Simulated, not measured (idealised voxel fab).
The document below concerns the process module designated voxel capacitor over wiring.
The figure presents cross-section cut, which has a width of 280 nm and is divided into square cells with an edge length of 5 nm.
Bands, listed from the top down, are how a cross-section gets written in this document; the cross-section itself is a grid of square cells, and a band is one or more rows of them. In this notation a band is specified by the heights of its top and bottom, in that order and in nm, after which its materials appear from left to right, each paired with its width in nm. The word "full width" attached to a single material means that material fills the band from edge to edge; the word "air" stands for empty space. Convention: height 0 is the level below which the wafer, as received, is all one material. The lowest band does not terminate at the bottom but continues downward, represented as "z 0 and below". It should be noted that a width expressed as "30 to 40" varies in equal increments from row to row of cells within the band, taking the value of the first number at the top row and that of the second number at the bottom row. Basically "nothing altered" means that step didn't change any cell in the cross-section. The label "Internal closed voids" introduces a list of the empty spaces, 8 cells or larger, that have no open way up to the top; each entry in it reads width x height at distance, where the distance is taken from the left edge and all three are stated in nm. Whatever follows a step's settings on its line is a remark the simulator itself makes about that step. On any step carrying a mask, the "overlay nm" setting, if present on the step's line, tells how far right of its planned place the mask lay; negative values point to the left.

-- The steps planned for the process are as follows
- 1: RECEIVE [material Si]
- 2: CONFORMAL_DEP [material SiO2] [thk nm 10]
- 3: DIRECTIONAL_DEP [material TiN] [thk nm 5]
- 4: DIRECTIONAL_DEP [material W] [thk nm 20]
- 5: MASKED_ETCH [tone cover] [mask id METAL_1] [width nm 25] [pitch nm 85] [etch materials W] [depth nm 20] [overlay nm 0]
- 6: MASKED_ETCH [tone cover] [mask id METAL_1] [width nm 25] [pitch nm 85] [etch materials TiN] [depth nm 5] [overlay nm -15]
- 7: CONFORMAL_DEP [material SiN] [thk nm 5]
- 8: FILL_DEP [material lowk] [thk nm 5]
- 9: CMP [height nm 35]
- 10: CONFORMAL_DEP [material SiCN] [thk nm 5]
- 11: DIRECTIONAL_DEP [material SiO2] [thk nm 15]
- 12: PATTERN [tone open] [mask id PLUG_1] [material resist] [width nm 15] [thk nm 15] [overlay nm 0]
- 13: DIRECTIONAL_ETCH [etch materials SiO2] [depth nm 15]
- 14: DIRECTIONAL_ETCH [etch materials SiCN] [depth nm 5]
- 15: STRIP [etch materials resist]
- 16: EPI [material Ru] [thk nm 10]
- 17: EPI [material Ru] [thk nm 10]
- 18: DIRECTIONAL_DEP [material TiN] [thk nm 10]
- 19: DIRECTIONAL_DEP [material HfO2] [thk nm 5]
- 20: DIRECTIONAL_DEP [material TiN] [thk nm 5]
- 21: DIRECTIONAL_DEP [material aC] [thk nm 15]
- 22: PATTERN [tone cover] [mask id UPPER_PLATE] [material resist] [width nm 65] [thk nm 30] [overlay nm 0]
- 23: DIRECTIONAL_ETCH [etch materials aC] [depth nm 15]
- 24: STRIP [etch materials resist]
- 25: DIRECTIONAL_ETCH [etch materials TiN] [depth nm 5]
- 26: DIRECTIONAL_ETCH [etch materials HfO2] [depth nm 5]
- 27: STRIP [etch materials aC]
- 28: DIRECTIONAL_DEP [material aC] [thk nm 15]
- 29: PATTERN [tone cover] [mask id LOWER_PLATE] [material resist] [width nm 75] [thk nm 35] [overlay nm 0]
- 30: DIRECTIONAL_ETCH [etch materials aC] [depth nm 15]
- 31: STRIP [etch materials resist]
- 32: DIRECTIONAL_ETCH [etch materials TiN] [depth nm 10]
- 33: STRIP [etch materials aC]
- 34: FILL_DEP [material SiO2] [thk nm 15]
- 35: CMP [height nm 85]
- 36: DIRECTIONAL_DEP [material aC] [thk nm 15]
- 37: PATTERN [tone open] [mask id PLUG_2] [material resist] [width nm 15] [thk nm 35] [overlay nm 0]
- 38: DIRECTIONAL_ETCH [etch materials aC] [depth nm 15]
- 39: STRIP [etch materials resist]
- 40: DIRECTIONAL_ETCH [etch materials SiO2] [depth nm 10]
- 41: STRIP [etch materials aC]
- 42: CONFORMAL_DEP [material TiN] [thk nm 5]
- 43: FILL_DEP [material Cu] [thk nm 5]
- 44: CMP [height nm 85]
- 45: CONFORMAL_DEP [material SiCN] [thk nm 5]
Among the wafers covered here, the point of difference is the overlay nm at step 6; their starting state is shared, and the plan presents the value of the first wafer.

-- Received condition of the first of several wafers, sectioned: post-step 1
  z 0 and below: Si full width
  Internal closed voids: none

-- Here is the cross-section of the first of several wafers at the end of the module, after its last step, step 45
  z 90 to 85: SiCN full width
  z 85 to 80: SiO2 105; TiN 5; Cu 5; TiN 5; SiO2 160
  z 80 to 70: SiO2 105 to 95; TiN 15 to 65; SiO2 160 to 120
  z 70 to 65: SiO2 95; HfO2 65; SiO2 120
  z 65 to 55: SiO2 90; TiN 75; SiO2 115
  z 55 to 40: SiO2 95; Ru 15; SiO2 170
  z 40 to 35: SiCN 95; Ru 15; SiCN 170
  z 35 to 20: lowk 80; SiN 5; W 25; SiN 5; lowk 50; SiN 5; W 25; SiN 5; lowk 80
  z 20 to 15: lowk 65; SiN 20; W 25; SiN 5; lowk 35; SiN 20; W 25; SiN 5; lowk 80
  z 15 to 10: SiN 70; TiN 40; SiN 45; TiN 40; SiN 85
  z 10 to 0: SiO2 full width
  z 0 and below: Si full width
  Internal closed voids: none

-- Cross-sectional view, end of module, last wafer of several
  z 90 to 85: SiCN full width
  z 85 to 80: SiO2 105; TiN 5; Cu 5; TiN 5; SiO2 160
  z 80 to 70: SiO2 105 to 95; TiN 15 to 65; SiO2 160 to 120
  z 70 to 65: SiO2 95; HfO2 65; SiO2 120
  z 65 to 55: SiO2 90; TiN 75; SiO2 115
  z 55 to 40: SiO2 95; Ru 15; SiO2 170
  z 40 to 35: SiCN 95; Ru 15; SiCN 170
  z 35 to 20: lowk 80; SiN 5; W 25; SiN 5; lowk 50; SiN 5; W 25; SiN 5; lowk 80
  z 20 to 15: lowk 80; SiN 5; W 25; SiN 20; lowk 35; SiN 5; W 25; SiN 20; lowk 65
  z 15 to 10: SiN 85; TiN 40; SiN 45; TiN 40; SiN 70
  z 10 to 0: SiO2 full width
  z 0 and below: Si full width
  Internal closed voids: none

-- Rows = wafers. At module end, each row lists per material the cells gained (+) or lost (-) since the wafer was received, then the closed voids
overlay nm -15, +1 Cu, +13 HfO2, +12 Ru, +109 SiCN, +62 SiN, +545 SiO2, +64 TiN, +40 W, +162 lowk, Internal closed voids: none
overlay nm -10, +1 Cu, +13 HfO2, +12 Ru, +109 SiCN, +62 SiN, +545 SiO2, +62 TiN, +40 W, +164 lowk, Internal closed voids: none
overlay nm -5, +1 Cu, +13 HfO2, +12 Ru, +109 SiCN, +62 SiN, +545 SiO2, +60 TiN, +40 W, +166 lowk, Internal closed voids: none
overlay nm 0, +1 Cu, +13 HfO2, +12 Ru, +109 SiCN, +62 SiN, +545 SiO2, +58 TiN, +40 W, +168 lowk, Internal closed voids: none
overlay nm 5, +1 Cu, +13 HfO2, +12 Ru, +109 SiCN, +62 SiN, +545 SiO2, +60 TiN, +40 W, +166 lowk, Internal closed voids: none
overlay nm 10, +1 Cu, +13 HfO2, +12 Ru, +109 SiCN, +62 SiN, +545 SiO2, +62 TiN, +40 W, +164 lowk, Internal closed voids: none
overlay nm 15, +1 Cu, +13 HfO2, +12 Ru, +109 SiCN, +62 SiN, +545 SiO2, +64 TiN, +40 W, +162 lowk, Internal closed voids: none
